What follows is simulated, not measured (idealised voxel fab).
Documented hereafter: the process module known as voxel double patterning.
The width of the displayed cross-section, cut, is 200 nm; its cells are square, with a size of 5 nm.
A cross-section is a grid of square cells, given in bands from the top down. A band is one or more rows of cells.
Band: top height; bottom height; in nm. Then, left to right: material with width in nm, for each material. "full width": a single material spanning edge to edge. "empty": empty space.
Heights are measured from 0, the level below which the as-received wafer is all one material; the lowest band has no bottom and continues downward, written as in "0 down".
The expression "30 to 40" gives the width at the extremes of the band, the first number at its top row of cells and the second at its bottom row, with the width changing by equal amounts from each row to the next in between.
Any step labelled "remained unchanged" changed none of the cells in the cross-section.
Heads up: "Closed internal cavities" only lists the empty pockets with no open path to the top that are 8 cells or more, and it writes them as width x height at distance, distance from the left edge, in nm.
On a step's line, text after the settings is the simulator commenting on that step.
overlay nm: step with mask; distance mask lay right of planned place; negative value = left of planned place.
-- Process steps (planned)
1,RECEIVE (material Si)
2,CONFORMAL_DEP (material SiO2; thk nm 10)
3,DIRECTIONAL_DEP (material W; thk nm 10)
4,DIRECTIONAL_DEP (material SiN; thk nm 10)
5,MASKED_ETCH (tone open; mask id FIRST; width nm 15; pitch nm 50; etch materials SiN; depth nm 10; overlay nm -15)
6,MASKED_ETCH (tone open; mask id SECOND; width nm 15; etch materials SiN; depth nm 10; overlay nm 0)
7,DIRECTIONAL_ETCH (etch materials W; depth nm 10)
8,STRIP (etch materials SiN)
The plan's step 5 overlay nm is the first wafer's value; the wafers differ in this setting and start identical.
-- As received, i.e. after step 1: cross-section through the first of several wafers
	0 down | Si full width
	Closed internal cavities: none
-- After the module's final step, step 8: the first of several wafers in cross-section
	20 to 10 | W 50 nm / empty 15 nm / W 25 nm / empty 25 nm / W 85 nm
	10 to 0 | SiO2 full width
	0 down | Si full width
	Closed internal cavities: none
-- Cross-section, module end, final of several wafers
	20 to 10 | W 80 nm / empty 25 nm / W 25 nm / empty 15 nm / W 55 nm
	10 to 0 | SiO2 full width
	0 down | Si full width
	Closed internal cavities: none
-- Below: a row per wafer. Contents at end of module: for every material, cells gained since receipt (+) or lost since receipt (-); then closed voids
overlay nm -15 | +80 SiO2 | +64 W | Closed internal cavities: none
overlay nm -10 | +80 SiO2 | +62 W | Closed internal cavities: none
overlay nm -5 | +80 SiO2 | +62 W | Closed internal cavities: none
overlay nm 0 | +80 SiO2 | +62 W | Closed internal cavities: none
overlay nm 5 | +80 SiO2 | +62 W | Closed internal cavities: none
overlay nm 10 | +80 SiO2 | +62 W | Closed internal cavities: none
overlay nm 15 | +80 SiO2 | +64 W | Closed internal cavities: none
